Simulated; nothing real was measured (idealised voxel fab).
The following process module bears the name voxel ribs on slabs.
Cross-section cut spans 160 nm and uses square cells 5 nm in size.
Cross-sections here: square-cell grids, written as top-down lists of bands, a band being one or more rows of cells. Band entry format. Leading values: height of top, height of bottom, nm. Remainder: materials in left-to-right order, each with its width in nm. Special words: "throughout" on a single material, which then fills the band edge to edge; "empty", empty space. Counting heights begins at 0, where everything beneath is, in the wafer as received, one material. The lowest band has no bottom; it goes on downwards, as "z 0 and below" shows. Width spec "30 to 40" -> top row of cells at first value, bottom row at second value, equal per-row change in between. "changes: none" for a step: no cell of the cross-section changed in that step. Empty spaces without an open route to the top, at least 8 cells in extent, make up the entry "Completely sealed voids"; each is given as width x height at distance, where the distance is measured from the left edge, and all are in nm. What comes after the settings on a step's line is commentary from the simulator itself on that step. overlay nm: right-of-plan distance of the mask on a masked step; negative values mean left-of-plan.
-- The process steps that were planned are listed below
1: RECEIVE: material Si
2: DIRECTIONAL_DEP: material SiO2, thk nm 30
3: DIRECTIONAL_DEP: material SiN, thk nm 25
4: PATTERN: tone cover, mask id RIB, material resist, width nm 15, thk nm 15, overlay nm 0
5: DIRECTIONAL_ETCH: etch materials SiN, depth nm 10
6: STRIP: etch materials resist
7: PATTERN: tone cover, mask id SLAB, material resist, width nm 55, thk nm 20, overlay nm 0
8: DIRECTIONAL_ETCH: etch materials SiN, depth nm 15
9: STRIP: etch materials resist
10: FILL_DEP: material SiO2, thk nm 25
11: CMP: height nm 70
12: DIRECTIONAL_DEP: material TiN, thk nm 10
13: MASKED_ETCH: tone cover, mask id HEATER, width nm 25, etch materials TiN, depth nm 10, overlay nm 0
14: CONFORMAL_DEP: material SiN, thk nm 10
-- As-received wafer cross-section (after step 1)
- z 0 and below | Si throughout
- Completely sealed voids: none
-- End-of-module XS, first of two wafers, run as planned
- z 90 to 80 | 55 empty  45 SiN  60 empty
- z 80 to 70 | 65 SiN  25 TiN  70 SiN
- z 70 to 55 | SiO2 throughout
- z 55 to 45 | 70 SiO2  15 SiN  75 SiO2
- z 45 to 30 | 50 SiO2  55 SiN  55 SiO2
- z 30 to 0 | SiO2 throughout
- z 0 and below | Si throughout
- Completely sealed voids: none
-- Now the second wafer, cross-sectioned at the end of the module. Nothing different at the start, nothing different in the plan compared with the first, just one mistake when it was actually run
- z 90 to 80 | 55 empty  45 SiN  60 empty
- z 80 to 70 | 65 SiN  25 TiN  70 SiN
- z 70 to 60 | 50 SiO2  55 SiN  55 SiO2
- z 60 to 0 | SiO2 throughout
- z 0 and below | Si throughout
- Completely sealed voids: none
The mistake made against the process plan was this: twice, step 2 of the plan was run
At the finish, the second wafer shows more or fewer cells for some materials than the first does: SiN: 17 fewer, SiO2: 17 more
